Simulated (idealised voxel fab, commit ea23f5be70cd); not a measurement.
This is a process module. Its name is voxel released beams.
Shown is cross-section cut, with a width of 185 nm and square cells of size 5 nm.
Format of a cross-section: grid, square cells. Given as bands. Order: top down. Band: one or more rows of cells. Each band's line starts with the height of the band's top and of its bottom, in nm. Then come its materials from left to right, each with its width in nm. One material with "throughout" fills the band from edge to edge. "blank" is empty space. For the purposes of this specification, 0 denotes the height below which the wafer in its as-received condition is composed wholly of one material, and the lowermost band, lacking a lower limit, extends downward without end, as expressed in "z 0 and below". Width spec "30..40" -> top row of cells at first value, bottom row at second value, equal per-row change in between. Where a step carries "nothing got changed", the cross-section came out of it unchanged, cell for cell. This entry, "Listed closed voids", enumerates those empty regions of no fewer than 8 cells that possess no open connection to the top. Each region is reported in the form width x height at distance, the distance being taken from the left edge, with all three quantities expressed in nm. Anything after a step's settings on that line? It's the simulator's own note about the step. "overlay nm" on a masked step: distance the mask lay right of its planned place, negative for left.
### This section lists the process steps that were planned
1 RECEIVE [material Si]
2 CONFORMAL_DEP [material SiN] [thk nm 5]
3 DIRECTIONAL_DEP [material SiO2] [thk nm 20]
4 MASKED_ETCH [tone open] [mask id ANCHOR] [width nm 35] [etch materials SiO2] [depth nm 20] [overlay nm 0]
5 CONFORMAL_DEP [material W] [thk nm 10]
6 PATTERN [tone cover] [mask id BEAM] [material resist] [width nm 105] [thk nm 20] [overlay nm -15]
7 DIRECTIONAL_ETCH [etch materials W] [depth nm 10]
8 STRIP [etch materials resist]
9 STRIP [etch materials SiO2]
varied across the wafers: overlay nm of step 6. The plan shows the first wafer's value. All wafers start alike
### The first of several wafers as received, shown in cross-section; this is its state after step 1
z 0 and below | Si throughout
Listed closed voids: none
### Below is a per-wafer table. In it, each row describes the wafer at the end of the module by giving, for each material, the number of cells gained (+) or lost (-) since the wafer was received, and after that the closed voids of the wafer
overlay nm -15; +37 SiN; +58 W; Listed closed voids: none
overlay nm -10; +37 SiN; +58 W; Listed closed voids: none
overlay nm -5; +37 SiN; +58 W; Listed closed voids: none
overlay nm 0; +37 SiN; +58 W; Listed closed voids: none
overlay nm 5; +37 SiN; +58 W; Listed closed voids: none
overlay nm 10; +37 SiN; +58 W; Listed closed voids: none
overlay nm 15; +37 SiN; +58 W; Listed closed voids: none
